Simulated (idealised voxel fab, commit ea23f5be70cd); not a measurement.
process module | voxel self aligned contacts
cross-section cut | 215 nm wide | cells 5 nm
A cross-section is a grid of square cells, given in bands from the top down. A band is one or more rows of cells.
Each band's line starts with the height of the band's top and of its bottom, in nm. Then come its materials from left to right, each with its width in nm. One material with "throughout" fills the band from edge to edge. "air" is empty space.
Height 0 is the level under which the wafer as received is all one material. The lowest band goes on downwards, as in "0 down".
A width such as "30 to 40" changes by the same amount from each row of cells to the next, from the band's top row to its bottom row.
"no change" after a step means that no cell of the cross-section changed.
closed voids: empty space of 8 cells or more with no open way to the top, each as width x height at its distance from the left edge, in nm
after a step's settings: what the simulator itself notes on the step
overlay nm, on a step with a mask: how far to the right of its planned place the mask lay; to the left if negative
Each pair below shows a cross-section before one step and the cross-section after it, down to the lowest band that changed. The line under each pair gives the step between them, with its settings. The pairs can come from different runs of this module on the same starting wafer, so a pair continues from the pair above only where its "before" says so.
before
  75 to 65: Ru throughout
  65 to 60: TiN 45 | Ru 50 | TiN 25 | Ru 50 | TiN 45
  60 to 50: SiO2 40 | TiN 5 to 25 | Ru 50 to 10 | TiN 5 to 25 | SiO2 15 | TiN 5 to 25 | Ru 50 to 10 | TiN 5 to 25 | SiO2 40
  50 to 25: SiO2 5 | SiN 55 | TiN 5 | Ru 10 | TiN 5 | SiN 55 | TiN 5 | Ru 10 | TiN 5 | SiN 55 | SiO2 5
  25 to 5: SiO2 5 | SiN 10 | polySi 35 | SiN 10 | TiN 5 | Ru 10 | TiN 5 | SiN 10 | polySi 35 | SiN 10 | TiN 5 | Ru 10 | TiN 5 | SiN 10 | polySi 35 | SiN 10 | SiO2 5
  5 to 0: SiO2 60 | TiN 20 | SiO2 55 | TiN 20 | SiO2 60
  0 down: Si throughout
  closed voids: none
after
  60 to 50: SiO2 40 | TiN 5 to 25 | Ru 50 to 10 | TiN 5 to 25 | SiO2 15 | TiN 5 to 25 | Ru 50 to 10 | TiN 5 to 25 | SiO2 40
  below 50: unchanged
  closed voids: none
the step between: op CMP | height nm 60
before: the cross-section after the pair above
after
  65 to 60: SiCN throughout
  below 60: unchanged
  closed voids: none
the step between: op CONFORMAL_DEP | material SiCN | thk nm 5
before
  70 to 60: aC throughout
  60 to 50: SiO2 throughout
  50 to 25: SiO2 5 | SiN 55 | SiO2 20 | SiN 55 | SiO2 20 | SiN 55 | SiO2 5
  25 to 5: SiO2 5 | SiN 10 | polySi 35 | SiN 10 | SiO2 20 | SiN 10 | polySi 35 | SiN 10 | SiO2 20 | SiN 10 | polySi 35 | SiN 10 | SiO2 5
  5 to 0: SiO2 throughout
  0 down: Si throughout
  closed voids: none
after
  95 to 70: resist 40 | air 50 | resist 25 | air 50 | resist 50
  below 70: unchanged
  closed voids: none
the step between: op PATTERN | tone open | mask id CONTACT | material resist | width nm 50 | pitch nm 75 | thk nm 25 | overlay nm -5
before: the cross-section after the pair above
after
  85 to 70: resist 40 | air 50 | resist 25 | air 50 | resist 50
  70 to 60: aC 40 | air 50 | aC 25 | air 50 | aC 50
  below 60: unchanged
  closed voids: none
the step between: op DIRECTIONAL_ETCH | etch materials aC | depth nm 10
before: the cross-section after the pair above
after
  70 to 60: aC 40 | air 50 | aC 25 | air 50 | aC 50
  below 60: unchanged
  closed voids: none
the step between: op STRIP | etch materials resist
before: the cross-section after the pair above
after
  70 to 60: aC 40 | air 50 | aC 25 | air 50 | aC 50
  60 to 50: SiO2 40 | air 50 | SiO2 25 | air 50 | SiO2 50
  50 to 25: SiO2 5 | SiN 55 | air 20 | SiN 55 | air 20 | SiN 55 | SiO2 5
  25 to 5: SiO2 5 | SiN 10 | polySi 35 | SiN 10 | air 20 | SiN 10 | polySi 35 | SiN 10 | air 20 | SiN 10 | polySi 35 | SiN 10 | SiO2 5
  5 to 0: SiO2 60 | air 20 | SiO2 55 | air 20 | SiO2 60
  below 0: unchanged
  closed voids: none
the step between: op DIRECTIONAL_ETCH | etch materials SiO2 | depth nm 60
before: the cross-section after the pair above
after
  60 to 50: SiO2 40 | air 50 | SiO2 25 | air 50 | SiO2 50
  below 50: unchanged
  closed voids: none
the step between: op STRIP | etch materials aC
before: the cross-section after the pair above
after
  65 to 60: TiN 45 | air 40 | TiN 35 | air 40 | TiN 55
  60 to 50: SiO2 40 | TiN 5 to 25 | air 40 to 10 | TiN 5 to 15 | SiO2 25 | TiN 5 to 25 | air 40 to 10 | TiN 5 to 15 | SiO2 50
  50 to 25: SiO2 5 | SiN 55 | TiN 5 | air 10 | TiN 5 | SiN 55 | TiN 5 | air 10 | TiN 5 | SiN 55 | SiO2 5
  25 to 5: SiO2 5 | SiN 10 | polySi 35 | SiN 10 | TiN 5 | air 10 | TiN 5 | SiN 10 | polySi 35 | SiN 10 | TiN 5 | air 10 | TiN 5 | SiN 10 | polySi 35 | SiN 10 | SiO2 5
  5 to 0: SiO2 60 | TiN 20 | SiO2 55 | TiN 20 | SiO2 60
  below 0: unchanged
  closed voids: none
the step between: op CONFORMAL_DEP | material TiN | thk nm 5
before: the cross-section after the pair above
after
  75 to 65: Ru throughout
  65 to 60: TiN 45 | Ru 40 | TiN 35 | Ru 40 | TiN 55
  60 to 50: SiO2 40 | TiN 5 to 25 | Ru 40 to 10 | TiN 5 to 15 | SiO2 25 | TiN 5 to 25 | Ru 40 to 10 | TiN 5 to 15 | SiO2 50
  50 to 25: SiO2 5 | SiN 55 | TiN 5 | Ru 10 | TiN 5 | SiN 55 | TiN 5 | Ru 10 | TiN 5 | SiN 55 | SiO2 5
  25 to 5: SiO2 5 | SiN 10 | polySi 35 | SiN 10 | TiN 5 | Ru 10 | TiN 5 | SiN 10 | polySi 35 | SiN 10 | TiN 5 | Ru 10 | TiN 5 | SiN 10 | polySi 35 | SiN 10 | SiO2 5
  below 5: unchanged
  closed voids: none
the step between: op FILL_DEP | material Ru | thk nm 10
before: the cross-section after the pair above
after
  60 to 50: SiO2 40 | TiN 5 to 25 | Ru 40 to 10 | TiN 5 to 15 | SiO2 25 | TiN 5 to 25 | Ru 40 to 10 | TiN 5 to 15 | SiO2 50
  below 50: unchanged
  closed voids: none
the step between: op CMP | height nm 60
before: the cross-section after the pair above
after
  65 to 60: SiCN throughout
  below 60: unchanged
  closed voids: none
the step between: op CONFORMAL_DEP | material SiCN | thk nm 5
before
  60 to 50: SiO2 45 | TiN 5 to 20 | Ru 40 to 10 | TiN 5 to 20 | SiO2 25 | TiN 5 to 20 | Ru 40 to 10 | TiN 5 to 20 | SiO2 45
  50 to 25: SiO2 5 | SiN 55 | TiN 5 | Ru 10 | TiN 5 | SiN 55 | TiN 5 | Ru 10 | TiN 5 | SiN 55 | SiO2 5
  25 to 5: SiO2 5 | SiN 10 | polySi 35 | SiN 10 | TiN 5 | Ru 10 | TiN 5 | SiN 10 | polySi 35 | SiN 10 | TiN 5 | Ru 10 | TiN 5 | SiN 10 | polySi 35 | SiN 10 | SiO2 5
  5 to 0: SiO2 60 | TiN 20 | SiO2 55 | TiN 20 | SiO2 60
  0 down: Si throughout
  closed voids: none
after
  65 to 60: Ru throughout
  below 60: unchanged
  closed voids: none
the step between: op CONFORMAL_DEP | material Ru | thk nm 5
before
  70 to 60: aC throughout
  60 to 50: SiO2 throughout
  50 to 25: SiO2 5 | SiN 55 | SiO2 20 | SiN 55 | SiO2 20 | SiN 55 | SiO2 5
  25 to 5: SiO2 5 | SiN 10 | polySi 35 | SiN 10 | SiO2 20 | SiN 10 | polySi 35 | SiN 10 | SiO2 20 | SiN 10 | polySi 35 | SiN 10 | SiO2 5
  5 to 0: SiO2 throughout
  0 down: Si throughout
  closed voids: none
after
  95 to 70: air 45 | resist 50 | air 25 | resist 50 | air 45
  below 70: unchanged
  closed voids: none
the step between: op PATTERN | tone cover | mask id CONTACT | material resist | width nm 50 | pitch nm 75 | thk nm 25 | overlay nm 0
before: the cross-section after the pair above
after
  85 to 70: air 45 | resist 50 | air 25 | resist 50 | air 45
  70 to 60: air 45 | aC 50 | air 25 | aC 50 | air 45
  below 60: unchanged
  closed voids: none
the step between: op DIRECTIONAL_ETCH | etch materials aC | depth nm 10
before: the cross-section after the pair above
after
  70 to 60: air 45 | aC 50 | air 25 | aC 50 | air 45
  below 60: unchanged
  closed voids: none
the step between: op STRIP | etch materials resist
before: the cross-section after the pair above
after
  70 to 60: air 45 | aC 50 | air 25 | aC 50 | air 45
  60 to 50: air 45 | SiO2 50 | air 25 | SiO2 50 | air 45
  50 to 25: air 5 | SiN 55 | SiO2 20 | SiN 55 | SiO2 20 | SiN 55 | air 5
  25 to 5: air 5 | SiN 10 | polySi 35 | SiN 10 | SiO2 20 | SiN 10 | polySi 35 | SiN 10 | SiO2 20 | SiN 10 | polySi 35 | SiN 10 | air 5
  5 to 0: air 5 | SiO2 205 | air 5
  below 0: unchanged
  closed voids: none
the step between: op DIRECTIONAL_ETCH | etch materials SiO2 | depth nm 60
before: the cross-section after the pair above
after
  60 to 50: air 45 | SiO2 50 | air 25 | SiO2 50 | air 45
  below 50: unchanged
  closed voids: none
the step between: op STRIP | etch materials aC
before: the cross-section after the pair above
after
  65 to 60: air 40 | TiN 60 | air 15 | TiN 60 | air 40
  60 to 55: air 40 | TiN 5 | SiO2 50 | TiN 5 | air 15 | TiN 5 | SiO2 50 | TiN 5 | air 40
  55 to 50: TiN 45 | SiO2 50 | TiN 25 | SiO2 50 | TiN 45
  50 to 25: TiN 5 | SiN 55 | SiO2 20 | SiN 55 | SiO2 20 | SiN 55 | TiN 5
  25 to 5: TiN 5 | SiN 10 | polySi 35 | SiN 10 | SiO2 20 | SiN 10 | polySi 35 | SiN 10 | SiO2 20 | SiN 10 | polySi 35 | SiN 10 | TiN 5
  5 to 0: TiN 5 | SiO2 205 | TiN 5
  below 0: unchanged
  closed voids: none
the step between: op CONFORMAL_DEP | material TiN | thk nm 5
before: the cross-section after the pair above
after
  75 to 65: Ru throughout
  65 to 60: Ru 40 | TiN 60 | Ru 15 | TiN 60 | Ru 40
  60 to 55: Ru 40 | TiN 5 | SiO2 50 | TiN 5 | Ru 15 | TiN 5 | SiO2 50 | TiN 5 | Ru 40
  below 55: unchanged
  closed voids: none
the step between: op FILL_DEP | material Ru | thk nm 10
before: the cross-section after the pair above
after
  60 to 55: Ru 40 | TiN 5 | SiO2 50 | TiN 5 | Ru 15 | TiN 5 | SiO2 50 | TiN 5 | Ru 40
  below 55: unchanged
  closed voids: none
the step between: op CMP | height nm 60
before: the cross-section after the pair above
after
  65 to 60: SiCN throughout
  below 60: unchanged
  closed voids: none
the step between: op CONFORMAL_DEP | material SiCN | thk nm 5
